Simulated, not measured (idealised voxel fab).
process module | voxel double patterning
cross-section cut | 235 nm wide | cells 5 nm
A cross-section is a grid of square cells, given in bands from the top down. A band is one or more rows of cells.
Each band's line starts with the height of the band's top and of its bottom, in nm. Then come its materials from left to right, each with its width in nm. One material with "throughout" fills the band from edge to edge. "air" is empty space.
Height 0 is the level under which the wafer as received is all one material. The lowest band goes on downwards, as in "0 down".
A width such as "30 to 40" changes by the same amount from each row of cells to the next, from the band's top row to its bottom row.
"no change" after a step means that no cell of the cross-section changed.
closed voids: empty space of 8 cells or more with no open way to the top, each as width x height at its distance from the left edge, in nm
after a step's settings: what the simulator itself notes on the step
overlay nm, on a step with a mask: how far to the right of its planned place the mask lay; to the left if negative
plan
1 op RECEIVE | material Si
2 op CONFORMAL_DEP | material SiO2 | thk nm 10
3 op DIRECTIONAL_DEP | material W | thk nm 15
4 op DIRECTIONAL_DEP | material SiN | thk nm 10
5 op DIRECTIONAL_DEP | material aC | thk nm 15
6 op PATTERN | tone open | mask id FIRST | material resist | width nm 15 | pitch nm 50 | thk nm 35 | overlay nm 0
7 op DIRECTIONAL_ETCH | etch materials aC | depth nm 15
8 op STRIP | etch materials resist
9 op DIRECTIONAL_ETCH | etch materials SiN | depth nm 10
10 op STRIP | etch materials aC
11 op PATTERN | tone open | mask id SECOND | material resist | width nm 15 | pitch nm 50 | thk nm 15 | overlay nm -15
12 op DIRECTIONAL_ETCH | etch materials SiN | depth nm 10
13 op STRIP | etch materials resist
14 op DIRECTIONAL_ETCH | etch materials W | depth nm 15
15 op STRIP | etch materials SiN
varied across the wafers: overlay nm of step 11. The plan shows the first wafer's value. All wafers start alike
first wafer as received, after step 1
  0 down: Si throughout
  closed voids: none
first wafer at the end, after step 15
  25 to 10: W 60 | air 25 | W 25 | air 25 | W 25 | air 15 | W 60
  10 to 0: SiO2 throughout
  0 down: Si throughout
  closed voids: none
last wafer at the end
  25 to 10: W 60 | air 15 | W 25 | air 25 | W 25 | air 25 | W 60
  10 to 0: SiO2 throughout
  0 down: Si throughout
  closed voids: none
each wafer at the end: cells of each material gained (+) or lost (-) since it was received, then its closed voids
overlay nm -15 | +94 SiO2 | +102 W | closed voids: none
overlay nm -10 | +94 SiO2 | +96 W | closed voids: none
overlay nm -5 | +94 SiO2 | +96 W | closed voids: none
overlay nm 0 | +94 SiO2 | +96 W | closed voids: none
overlay nm 5 | +94 SiO2 | +96 W | closed voids: none
overlay nm 10 | +94 SiO2 | +96 W | closed voids: none
overlay nm 15 | +94 SiO2 | +102 W | closed voids: none
